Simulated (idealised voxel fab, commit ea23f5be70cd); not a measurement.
The following is a process module called voxel lift off.
The cross-section shown here is cut; it is 210 nm wide and divided into square cells measuring 5 nm on a side.
We lay out every cross-section as a grid of square cells and spell it out in bands from the top down, where one band means one or more rows of cells. Heights first: top, then bottom, in nm. Then materials, left to right, each with a width in nm. "all across" on a single material: fills the band edge to edge. "air": empty space. Measure heights from 0. That's the level where, below it, the as-received wafer is all one material. The lowest band is bottomless and extends downward; write it as in "z 0 and below". A width such as "30->40" changes by the same amount from each row of cells to the next, from the band's top row to its bottom row. It should be understood that the words "no change occurred", when stated for a given step, signify that the cross-section underwent no change in any of its cells during that step. Empty spaces without an open route to the top, at least 8 cells in extent, make up the entry "Fully enclosed voids"; each is given as width x height at distance, where the distance is measured from the left edge, and all are in nm. On each step's line, the part that comes after the settings is the simulator's own comment on the step. overlay nm: on a step with a mask, how far right of its planned place the mask lay; negative means left.
# The following list gives the planned process steps
1,RECEIVE (material Si)
2,CONFORMAL_DEP (material SiO2; thk nm 10)
3,PATTERN (tone open; mask id LINES; material resist; width nm 20; pitch nm 35; thk nm 20; overlay nm 0)
4,DIRECTIONAL_DEP (material Ru; thk nm 10)
5,STRIP (etch materials resist)
6,CONFORMAL_DEP (material SiN; thk nm 5)
# Wafer cross-section on receipt, i.e. after step 1
* z 0 and below: Si all across
* Fully enclosed voids: none
# Starting wafer: above. Plan: above. Run: one mistake. Cross-section after the module: below
* z 25 to 20: 75 air, then 25 SiN, then 10 air, then 25 SiN, then 75 air
* z 20 to 15: 75 air, then 5 SiN, then 15 Ru, then 5 SiN, then 10 air, then 5 SiN, then 15 Ru, then 5 SiN, then 75 air
* z 15 to 10: 80 SiN, then 15 Ru, then 20 SiN, then 15 Ru, then 80 SiN
* z 10 to 0: SiO2 all across
* z 0 and below: Si all across
* Fully enclosed voids: none
Processing error: step 3 ran differently from the plan; actual operation with settings: PATTERN (tone open; mask id LINES; material resist; width nm 15; pitch nm 35; thk nm 20; overlay nm 0)
